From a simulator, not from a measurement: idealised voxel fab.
Process module in this document: voxel trench capacitor
Cross-sectional view cut (width: 140 nm; square cell size: 5 nm).
Throughout this document, each cross-section is represented as a grid of square cells and is presented as a sequence of bands enumerated from the top downward, where a band comprises one or more rows of cells. What a band's entry tells you: where the top is and where the bottom is, as heights in nm, and after that what lies inside, material by material from left to right, each with its width in nm. Empty space is written as the word "blank", and a single material marked with the word "edge to edge" occupies the band from edge to edge. The reference from which all heights are counted is 0, the level beneath which the as-received wafer is entirely one material; the lowest band, having no lower bound, proceeds downward and is written after the example "0..down". When a width is written as two numbers, as in "30..40", the first number is the width in the top row of cells of the band and the second is the width in its bottom row, and the width changes by the same amount from each row to the next. The cross-section has no changed cell in any step marked "no modification". For the entry "Enclosed void inventory", the listed items are empty spaces with no open way to the top whose size is 8 cells or more; each item follows the pattern width x height at distance, where distance is from the left edge and all three are in nm. Text after the settings on a step's line: the simulator's own remark on that step. For masked steps, "overlay nm" on the step line gives how far right of plan the mask actually lay; a minus sign means it lay to the left.
**Intended process steps**
1 RECEIVE: material Si
2 CONFORMAL_DEP: material SiN, thk nm 10
3 PATTERN: tone open, mask id TRENCH, material resist, width nm 30, pitch nm 55, thk nm 20, overlay nm 0
4 DIRECTIONAL_ETCH: etch materials SiN, depth nm 10
5 DIRECTIONAL_ETCH: etch materials Si, depth nm 35
6 STRIP: etch materials resist
7 CONFORMAL_DEP: material HfO2, thk nm 5
8 CONFORMAL_DEP: material TiN, thk nm 5
9 FILL_DEP: material W, thk nm 10
10 CMP: height nm 10
**Cross-section: wafer on arrival = after step 1**
  0..down: Si edge to edge
  Enclosed void inventory: none
**First of two wafers: cross-section at end of module, run per plan**
  10..0: SiN=25, HfO2=5, TiN=5, W=10, TiN=5, HfO2=5, SiN=25, HfO2=5, TiN=5, W=10, TiN=5, HfO2=5, SiN=30
  0..-25: Si=25, HfO2=5, TiN=5, W=10, TiN=5, HfO2=5, Si=25, HfO2=5, TiN=5, W=10, TiN=5, HfO2=5, Si=30
  -25..-30: Si=25, HfO2=5, TiN=20, HfO2=5, Si=25, HfO2=5, TiN=20, HfO2=5, Si=30
  -30..-35: Si=25, HfO2=30, Si=25, HfO2=30, Si=30
  -35..down: Si edge to edge
  Enclosed void inventory: none
**The second wafer, shown in cross-section after the module: started the same way as the first and given the same plan, yet one mistake crept into how it was run**
  10..0: SiN=25, HfO2=5, TiN=5, W=10, TiN=5, HfO2=5, SiN=25, HfO2=5, TiN=5, W=10, TiN=5, HfO2=5, SiN=30
  0..-15: Si=25, HfO2=5, TiN=5, W=10, TiN=5, HfO2=5, Si=25, HfO2=5, TiN=5, W=10, TiN=5, HfO2=5, Si=30
  -15..-20: Si=25, HfO2=5, TiN=20, HfO2=5, Si=25, HfO2=5, TiN=20, HfO2=5, Si=30
  -20..-25: Si=25, HfO2=30, Si=25, HfO2=30, Si=30
  -25..down: Si edge to edge
  Enclosed void inventory: none
What went wrong in running the wafer? step 5 deviated from plan and actually ran as DIRECTIONAL_ETCH: etch materials Si, depth nm 25
End of process, cell counts, second wafer against first, materials with more or fewer: HfO2 -8; Si +24; TiN -8; W -8
